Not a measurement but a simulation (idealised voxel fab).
The process module presented herein is designated voxel capacitor over wiring.
Section cut is 155 nm wide and gridded with 5 nm square cells.
Cross-sections here: square-cell grids, written as top-down lists of bands, a band being one or more rows of cells.
What a band's entry tells you: where the top is and where the bottom is, as heights in nm, and after that what lies inside, material by material from left to right, each with its width in nm. Empty space is written as the word "blank", and a single material marked with the word "all across" occupies the band from edge to edge.
Heads up on the height convention: 0 is the point under which the incoming wafer is all one material, and the lowest band has no bottom, it just keeps going down, like "z 0 and below".
The two numbers in a width such as "30 to 40" mark its ends across the band: the first belongs to the top row of cells, the second to the bottom row, and from each row to the next the width moves by the same amount.
The cross-section has no changed cell in any step marked "nothing different".
So "Sealed void list" is basically the list of trapped voids: any empty space of 8 cells or more that can't reach the top through an opening. They're written width x height at distance, the distance being from the left edge, and it's all nm.
The remark found on a step's line after its settings is issued by the simulator itself and pertains to that step.
Each step line may optionally specify "overlay nm", which for a step with a mask gives the rightward distance between the mask's planned place and where it lay, a negative value indicating the leftward direction.
Process steps - plan
1. RECEIVE [material Si]
2. CONFORMAL_DEP [material SiO2] [thk nm 15]
3. CONFORMAL_DEP [material SiCN] [thk nm 5]
4. DIRECTIONAL_DEP [material SiO2] [thk nm 20]
5. DIRECTIONAL_DEP [material aC] [thk nm 10]
6. PATTERN [tone open] [mask id METAL_1] [material resist] [width nm 30] [pitch nm 85] [thk nm 30] [overlay nm 0]
7. DIRECTIONAL_ETCH [etch materials aC] [depth nm 10]
8. STRIP [etch materials resist]
9. DIRECTIONAL_ETCH [etch materials SiO2] [depth nm 20]
10. DIRECTIONAL_ETCH [etch materials SiCN] [depth nm 5]
11. STRIP [etch materials aC]
12. CONFORMAL_DEP [material TiN] [thk nm 5]
13. FILL_DEP [material Cu] [thk nm 10]
14. CMP [height nm 40]
15. EPI [material Ru] [thk nm 5]
16. FILL_DEP [material SiCN] [thk nm 5]
17. DIRECTIONAL_DEP [material lowk] [thk nm 20]
18. DIRECTIONAL_DEP [material aC] [thk nm 10]
19. PATTERN [tone open] [mask id PLUG_1] [material resist] [width nm 15] [thk nm 30] [overlay nm 0]
20. DIRECTIONAL_ETCH [etch materials aC] [depth nm 10]
21. STRIP [etch materials resist]
22. DIRECTIONAL_ETCH [etch materials lowk] [depth nm 20]
23. DIRECTIONAL_ETCH [etch materials SiCN] [depth nm 5]
24. STRIP [etch materials aC]
25. EPI [material Ru] [thk nm 10]
26. EPI [material Ru] [thk nm 10]
27. EPI [material Ru] [thk nm 5]
28. DIRECTIONAL_DEP [material TiN] [thk nm 5]
29. DIRECTIONAL_DEP [material HfO2] [thk nm 5]
30. DIRECTIONAL_DEP [material TiN] [thk nm 5]
31. PATTERN [tone cover] [mask id UPPER_PLATE] [material resist] [width nm 60] [thk nm 15] [overlay nm 0]
32. DIRECTIONAL_ETCH [etch materials TiN] [depth nm 5]
33. DIRECTIONAL_ETCH [etch materials HfO2] [depth nm 5]
34. STRIP [etch materials resist]
35. DIRECTIONAL_DEP [material aC] [thk nm 15]
36. PATTERN [tone cover] [mask id LOWER_PLATE] [material resist] [width nm 70] [thk nm 35] [overlay nm 0]
37. DIRECTIONAL_ETCH [etch materials aC] [depth nm 15]
38. STRIP [etch materials resist]
39. DIRECTIONAL_ETCH [etch materials TiN] [depth nm 5]
40. STRIP [etch materials aC]
41. FILL_DEP [material SiO2] [thk nm 15]
42. CMP [height nm 95]
43. MASKED_ETCH [tone open] [mask id PLUG_2] [width nm 15] [etch materials SiO2] [depth nm 10] [overlay nm 0]
44. CONFORMAL_DEP [material TiN] [thk nm 5]
45. FILL_DEP [material W] [thk nm 10]
46. CMP [height nm 95]
47. CONFORMAL_DEP [material SiCN] [thk nm 5]
First wafer, two in total, run as planned
As-received state of the wafer in cross-section, equivalent to post-step 1
	z 0 and below = Si all across
	Sealed void list: none
How the wafer stands in section after step 2
	z 15 to 0 = SiO2 all across
	Unchanged below 0.
How the wafer stands in section after step 3
	z 20 to 15 = SiCN all across
	Unchanged below 15.
How the wafer stands in section after step 4
	z 40 to 20 = SiO2 all across
	Unchanged below 20.
How the wafer stands in section after step 5
	z 50 to 40 = aC all across
	Unchanged below 40.
How the wafer stands in section after step 6
	z 80 to 50 = 20 of resist / 30 of blank / 55 of resist / 30 of blank / 20 of resist
	Unchanged below 50.
How the wafer stands in section after step 7
	z 70 to 50 = 20 of resist / 30 of blank / 55 of resist / 30 of blank / 20 of resist
	z 50 to 40 = 20 of aC / 30 of blank / 55 of aC / 30 of blank / 20 of aC
	Unchanged below 40.
How the wafer stands in section after step 8
	z 50 to 40 = 20 of aC / 30 of blank / 55 of aC / 30 of blank / 20 of aC
	Unchanged below 40.
How the wafer stands in section after step 9
	z 50 to 40 = 20 of aC / 30 of blank / 55 of aC / 30 of blank / 20 of aC
	z 40 to 20 = 20 of SiO2 / 30 of blank / 55 of SiO2 / 30 of blank / 20 of SiO2
	Unchanged below 20.
How the wafer stands in section after step 10
	z 50 to 40 = 20 of aC / 30 of blank / 55 of aC / 30 of blank / 20 of aC
	z 40 to 20 = 20 of SiO2 / 30 of blank / 55 of SiO2 / 30 of blank / 20 of SiO2
	z 20 to 15 = 20 of SiCN / 30 of blank / 55 of SiCN / 30 of blank / 20 of SiCN
	Unchanged below 15.
How the wafer stands in section after step 11
	z 40 to 20 = 20 of SiO2 / 30 of blank / 55 of SiO2 / 30 of blank / 20 of SiO2
	Unchanged below 20.
How the wafer stands in section after step 12
	z 45 to 40 = 25 of TiN / 20 of blank / 65 of TiN / 20 of blank / 25 of TiN
	z 40 to 20 = 20 of SiO2 / 5 of TiN / 20 of blank / 5 of TiN / 55 of SiO2 / 5 of TiN / 20 of blank / 5 of TiN / 20 of SiO2
	z 20 to 15 = 20 of SiCN / 30 of TiN / 55 of SiCN / 30 of TiN / 20 of SiCN
	Unchanged below 15.
How the wafer stands in section after step 13
	z 55 to 45 = Cu all across
	z 45 to 40 = 25 of TiN / 20 of Cu / 65 of TiN / 20 of Cu / 25 of TiN
	z 40 to 20 = 20 of SiO2 / 5 of TiN / 20 of Cu / 5 of TiN / 55 of SiO2 / 5 of TiN / 20 of Cu / 5 of TiN / 20 of SiO2
	Unchanged below 20.
How the wafer stands in section after step 14
	z 40 to 20 = 20 of SiO2 / 5 of TiN / 20 of Cu / 5 of TiN / 55 of SiO2 / 5 of TiN / 20 of Cu / 5 of TiN / 20 of SiO2
	Unchanged below 20.
How the wafer stands in section after step 15
	z 45 to 40 = 15 of blank / 40 of Ru / 45 of blank / 40 of Ru / 15 of blank
	Unchanged below 40.
How the wafer stands in section after step 16
	z 50 to 45 = SiCN all across
	z 45 to 40 = 15 of SiCN / 40 of Ru / 45 of SiCN / 40 of Ru / 15 of SiCN
	Unchanged below 40.
How the wafer stands in section after step 17
	z 70 to 50 = lowk all across
	Unchanged below 50.
How the wafer stands in section after step 18
	z 80 to 70 = aC all across
	Unchanged below 70.
How the wafer stands in section after step 19
	z 110 to 80 = 35 of resist / 15 of blank / 105 of resist
	Unchanged below 80.
How the wafer stands in section after step 20
	z 100 to 80 = 35 of resist / 15 of blank / 105 of resist
	z 80 to 70 = 35 of aC / 15 of blank / 105 of aC
	Unchanged below 70.
How the wafer stands in section after step 21
	z 80 to 70 = 35 of aC / 15 of blank / 105 of aC
	Unchanged below 70.
How the wafer stands in section after step 22
	z 80 to 70 = 35 of aC / 15 of blank / 105 of aC
	z 70 to 50 = 35 of lowk / 15 of blank / 105 of lowk
	Unchanged below 50.
How the wafer stands in section after step 23
	z 80 to 70 = 35 of aC / 15 of blank / 105 of aC
	z 70 to 50 = 35 of lowk / 15 of blank / 105 of lowk
	z 50 to 45 = 35 of SiCN / 15 of blank / 105 of SiCN
	Unchanged below 45.
How the wafer stands in section after step 24
	z 70 to 50 = 35 of lowk / 15 of blank / 105 of lowk
	Unchanged below 50.
How the wafer stands in section after step 25
	z 70 to 55 = 35 of lowk / 15 of blank / 105 of lowk
	z 55 to 50 = 35 of lowk / 15 of Ru / 105 of lowk
	z 50 to 45 = 35 of SiCN / 15 of Ru / 105 of SiCN
	Unchanged below 45.
How the wafer stands in section after step 26
	z 70 to 65 = 35 of lowk / 15 of blank / 105 of lowk
	z 65 to 50 = 35 of lowk / 15 of Ru / 105 of lowk
	Unchanged below 50.
How the wafer stands in section after step 27
	z 70 to 50 = 35 of lowk / 15 of Ru / 105 of lowk
	Unchanged below 50.
How the wafer stands in section after step 28
	z 75 to 70 = TiN all across
	Unchanged below 70.
How the wafer stands in section after step 29
	z 80 to 75 = HfO2 all across
	Unchanged below 75.
How the wafer stands in section after step 30
	z 85 to 80 = TiN all across
	Unchanged below 80.
How the wafer stands in section after step 31
	z 100 to 85 = 35 of blank / 60 of resist / 60 of blank
	Unchanged below 85.
How the wafer stands in section after step 32
	z 100 to 85 = 35 of blank / 60 of resist / 60 of blank
	z 85 to 80 = 35 of blank / 60 of TiN / 60 of blank
	Unchanged below 80.
How the wafer stands in section after step 33
	z 100 to 85 = 35 of blank / 60 of resist / 60 of blank
	z 85 to 80 = 35 of blank / 60 of TiN / 60 of blank
	z 80 to 75 = 35 of blank / 60 of HfO2 / 60 of blank
	Unchanged below 75.
How the wafer stands in section after step 34
	z 85 to 80 = 35 of blank / 60 of TiN / 60 of blank
	Unchanged below 80.
How the wafer stands in section after step 35
	z 100 to 90 = 35 of blank / 60 of aC / 60 of blank
	z 90 to 85 = aC all across
	z 85 to 80 = 35 of aC / 60 of TiN / 60 of aC
	z 80 to 75 = 35 of aC / 60 of HfO2 / 60 of aC
	Unchanged below 75.
How the wafer stands in section after step 36
	z 135 to 100 = 30 of blank / 70 of resist / 55 of blank
	z 100 to 90 = 30 of blank / 5 of resist / 60 of aC / 5 of resist / 55 of blank
	Unchanged below 90.
How the wafer stands in section after step 37
	z 120 to 100 = 30 of blank / 70 of resist / 55 of blank
	z 100 to 90 = 30 of blank / 5 of resist / 60 of aC / 5 of resist / 55 of blank
	z 90 to 85 = 30 of blank / 70 of aC / 55 of blank
	z 85 to 80 = 30 of blank / 5 of aC / 60 of TiN / 5 of aC / 55 of blank
	z 80 to 75 = 30 of blank / 5 of aC / 60 of HfO2 / 5 of aC / 55 of blank
	Unchanged below 75.
How the wafer stands in section after step 38
	z 100 to 90 = 35 of blank / 60 of aC / 60 of blank
	Unchanged below 90.
How the wafer stands in section after step 39
	z 100 to 90 = 35 of blank / 60 of aC / 60 of blank
	z 90 to 85 = 30 of blank / 70 of aC / 55 of blank
	z 85 to 80 = 30 of blank / 5 of aC / 60 of TiN / 5 of aC / 55 of blank
	z 80 to 75 = 30 of blank / 5 of aC / 60 of HfO2 / 5 of aC / 55 of blank
	z 75 to 70 = 30 of blank / 70 of TiN / 55 of blank
	Unchanged below 70.
How the wafer stands in section after step 40
	z 85 to 80 = 35 of blank / 60 of TiN / 60 of blank
	z 80 to 75 = 35 of blank / 60 of HfO2 / 60 of blank
	Unchanged below 75.
How the wafer stands in section after step 41
	z 100 to 85 = SiO2 all across
	z 85 to 80 = 35 of SiO2 / 60 of TiN / 60 of SiO2
	z 80 to 75 = 35 of SiO2 / 60 of HfO2 / 60 of SiO2
	z 75 to 70 = 30 of SiO2 / 70 of TiN / 55 of SiO2
	Unchanged below 70.
How the wafer stands in section after step 42
	z 95 to 85 = SiO2 all across
	Unchanged below 85.
How the wafer stands in section after step 43
	z 95 to 85 = 45 of SiO2 / 15 of blank / 95 of SiO2
	Unchanged below 85.
How the wafer stands in section after step 44
	z 100 to 95 = 50 of TiN / 5 of blank / 100 of TiN
	z 95 to 90 = 45 of SiO2 / 5 of TiN / 5 of blank / 5 of TiN / 95 of SiO2
	z 90 to 80 = 45 to 35 of SiO2 / 15 to 60 of TiN / 95 to 60 of SiO2
	Unchanged below 80.
How the wafer stands in section after step 45
	z 110 to 100 = W all across
	z 100 to 95 = 50 of TiN / 5 of W / 100 of TiN
	z 95 to 90 = 45 of SiO2 / 5 of TiN / 5 of W / 5 of TiN / 95 of SiO2
	Unchanged below 90.
How the wafer stands in section after step 46
	z 95 to 90 = 45 of SiO2 / 5 of TiN / 5 of W / 5 of TiN / 95 of SiO2
	Unchanged below 90.
How the wafer stands in section after step 47
	z 100 to 95 = SiCN all across
	Unchanged below 95.
Second wafer, same starting conditions and recipe as the first, one mistake in executing it, nothing differs from the first up to and including step 15
Look at the second wafer in cross-section at the time step 16 ought to have finished
	z 50 to 45 = Cu all across
	z 45 to 40 = 15 of Cu / 40 of Ru / 45 of Cu / 40 of Ru / 15 of Cu
	Unchanged below 40.
Look at the second wafer in cross-section at the time step 17 ought to have finished
	z 70 to 50 = lowk all across
	Unchanged below 50.
Look at the second wafer in cross-section at the time step 18 ought to have finished
	z 80 to 70 = aC all across
	Unchanged below 70.
Look at the second wafer in cross-section at the time step 19 ought to have finished
	z 110 to 80 = 35 of resist / 15 of blank / 105 of resist
	Unchanged below 80.
Look at the second wafer in cross-section at the time step 20 ought to have finished
	z 100 to 80 = 35 of resist / 15 of blank / 105 of resist
	z 80 to 70 = 35 of aC / 15 of blank / 105 of aC
	Unchanged below 70.
Look at the second wafer in cross-section at the time step 21 ought to have finished
	z 80 to 70 = 35 of aC / 15 of blank / 105 of aC
	Unchanged below 70.
Look at the second wafer in cross-section at the time step 22 ought to have finished
	z 80 to 70 = 35 of aC / 15 of blank / 105 of aC
	z 70 to 50 = 35 of lowk / 15 of blank / 105 of lowk
	Unchanged below 50.
Look at the second wafer in cross-section at the time step 23 ought to have finished: nothing different
Look at the second wafer in cross-section at the time step 24 ought to have finished
	z 70 to 50 = 35 of lowk / 15 of blank / 105 of lowk
	Unchanged below 50.
Look at the second wafer in cross-section at the time step 25 ought to have finished
	z 70 to 60 = 35 of lowk / 15 of blank / 105 of lowk
	z 60 to 50 = 35 of lowk / 15 of Ru / 105 of lowk
	Unchanged below 50.
Look at the second wafer in cross-section at the time step 26 ought to have finished
	z 70 to 50 = 35 of lowk / 15 of Ru / 105 of lowk
	Unchanged below 50.
Look at the second wafer in cross-section at the time step 27 ought to have finished
	z 75 to 70 = 30 of blank / 25 of Ru / 100 of blank
	Unchanged below 70.
Look at the second wafer in cross-section at the time step 28 ought to have finished
	z 80 to 75 = 30 of blank / 25 of TiN / 100 of blank
	z 75 to 70 = 30 of TiN / 25 of Ru / 100 of TiN
	Unchanged below 70.
Look at the second wafer in cross-section at the time step 29 ought to have finished
	z 85 to 80 = 30 of blank / 25 of HfO2 / 100 of blank
	z 80 to 75 = 30 of HfO2 / 25 of TiN / 100 of HfO2
	Unchanged below 75.
Look at the second wafer in cross-section at the time step 30 ought to have finished
	z 90 to 85 = 30 of blank / 25 of TiN / 100 of blank
	z 85 to 80 = 30 of TiN / 25 of HfO2 / 100 of TiN
	Unchanged below 80.
Look at the second wafer in cross-section at the time step 31 ought to have finished
	z 105 to 90 = 35 of blank / 60 of resist / 60 of blank
	z 90 to 85 = 30 of blank / 25 of TiN / 40 of resist / 60 of blank
	Unchanged below 85.
Look at the second wafer in cross-section at the time step 32 ought to have finished
	z 105 to 90 = 35 of blank / 60 of resist / 60 of blank
	z 90 to 85 = 35 of blank / 20 of TiN / 40 of resist / 60 of blank
	z 85 to 80 = 30 of blank / 25 of HfO2 / 40 of TiN / 60 of blank
	Unchanged below 80.
Look at the second wafer in cross-section at the time step 33 ought to have finished
	z 105 to 90 = 35 of blank / 60 of resist / 60 of blank
	z 90 to 85 = 35 of blank / 20 of TiN / 40 of resist / 60 of blank
	z 85 to 80 = 35 of blank / 20 of HfO2 / 40 of TiN / 60 of blank
	z 80 to 75 = 30 of blank / 25 of TiN / 40 of HfO2 / 60 of blank
	Unchanged below 75.
Look at the second wafer in cross-section at the time step 34 ought to have finished
	z 90 to 85 = 35 of blank / 20 of TiN / 100 of blank
	Unchanged below 85.
Look at the second wafer in cross-section at the time step 35 ought to have finished
	z 105 to 95 = 35 of blank / 20 to 60 of aC / 100 to 60 of blank
	z 95 to 90 = 30 of blank / 65 of aC / 60 of blank
	z 90 to 85 = 35 of aC / 20 of TiN / 100 of aC
	z 85 to 80 = 35 of aC / 20 of HfO2 / 40 of TiN / 60 of aC
	z 80 to 75 = 30 of aC / 25 of TiN / 40 of HfO2 / 60 of aC
	Unchanged below 75.
Look at the second wafer in cross-section at the time step 36 ought to have finished
	z 140 to 105 = 30 of blank / 70 of resist / 55 of blank
	z 105 to 95 = 30 of blank / 5 of resist / 20 to 60 of aC / 45 to 5 of resist / 55 of blank
	z 95 to 90 = 30 of blank / 65 of aC / 5 of resist / 55 of blank
	Unchanged below 90.
Look at the second wafer in cross-section at the time step 37 ought to have finished
	z 125 to 105 = 30 of blank / 70 of resist / 55 of blank
	z 105 to 95 = 30 of blank / 5 of resist / 20 to 60 of aC / 45 to 5 of resist / 55 of blank
	z 95 to 90 = 30 of blank / 65 of aC / 5 of resist / 55 of blank
	z 90 to 85 = 30 of blank / 5 of aC / 20 of TiN / 45 of aC / 55 of blank
	z 85 to 80 = 30 of blank / 5 of aC / 20 of HfO2 / 40 of TiN / 5 of aC / 55 of blank
	z 80 to 75 = 30 of blank / 25 of TiN / 40 of HfO2 / 5 of aC / 55 of blank
	Unchanged below 75.
Look at the second wafer in cross-section at the time step 38 ought to have finished
	z 105 to 95 = 35 of blank / 20 to 60 of aC / 100 to 60 of blank
	z 95 to 90 = 30 of blank / 65 of aC / 60 of blank
	Unchanged below 90.
Look at the second wafer in cross-section at the time step 39 ought to have finished
	z 105 to 95 = 35 of blank / 20 to 60 of aC / 100 to 60 of blank
	z 95 to 90 = 30 of blank / 65 of aC / 60 of blank
	z 90 to 85 = 30 of blank / 5 of aC / 20 of TiN / 45 of aC / 55 of blank
	z 85 to 80 = 30 of blank / 5 of aC / 20 of HfO2 / 40 of TiN / 5 of aC / 55 of blank
	z 80 to 75 = 30 of blank / 25 of TiN / 40 of HfO2 / 5 of aC / 55 of blank
	z 75 to 70 = 30 of blank / 25 of Ru / 45 of TiN / 55 of blank
	Unchanged below 70.
Look at the second wafer in cross-section at the time step 40 ought to have finished
	z 90 to 85 = 35 of blank / 20 of TiN / 100 of blank
	z 85 to 80 = 35 of blank / 20 of HfO2 / 40 of TiN / 60 of blank
	z 80 to 75 = 30 of blank / 25 of TiN / 40 of HfO2 / 60 of blank
	Unchanged below 75.
Look at the second wafer in cross-section at the time step 41 ought to have finished
	z 105 to 90 = SiO2 all across
	z 90 to 85 = 35 of SiO2 / 20 of TiN / 100 of SiO2
	z 85 to 80 = 35 of SiO2 / 20 of HfO2 / 40 of TiN / 60 of SiO2
	z 80 to 75 = 30 of SiO2 / 25 of TiN / 40 of HfO2 / 60 of SiO2
	z 75 to 70 = 30 of SiO2 / 25 of Ru / 45 of TiN / 55 of SiO2
	Unchanged below 70.
Look at the second wafer in cross-section at the time step 42 ought to have finished
	z 95 to 90 = SiO2 all across
	Unchanged below 90.
Look at the second wafer in cross-section at the time step 43 ought to have finished
	z 95 to 90 = 45 of SiO2 / 15 of blank / 95 of SiO2
	z 90 to 85 = 35 of SiO2 / 20 of TiN / 5 of blank / 95 of SiO2
	Unchanged below 85.
Look at the second wafer in cross-section at the time step 44 ought to have finished
	z 100 to 95 = 50 of TiN / 5 of blank / 100 of TiN
	z 95 to 85 = 45 to 35 of SiO2 / 15 to 25 of TiN / 95 of SiO2
	Unchanged below 85.
Look at the second wafer in cross-section at the time step 45 ought to have finished
	z 110 to 100 = W all across
	z 100 to 95 = 50 of TiN / 5 of W / 100 of TiN
	Unchanged below 95.
Look at the second wafer in cross-section at the time step 46 ought to have finished
	z 95 to 85 = 45 to 35 of SiO2 / 15 to 25 of TiN / 95 of SiO2
	Unchanged below 85.
Look at the second wafer in cross-section at the time step 47 ought to have finished
	z 100 to 95 = SiCN all across
	Unchanged below 95.
Short version of what went wrong: step 16 deviated from plan and actually ran as FILL_DEP [material Cu] [thk nm 5]
Count the cells at the end and the second wafer has more or fewer of some materials than the first: Cu: 46 more; Ru: 2 more; SiCN: 43 fewer; SiO2: 3 fewer; TiN: 1 fewer; W: 1 fewer
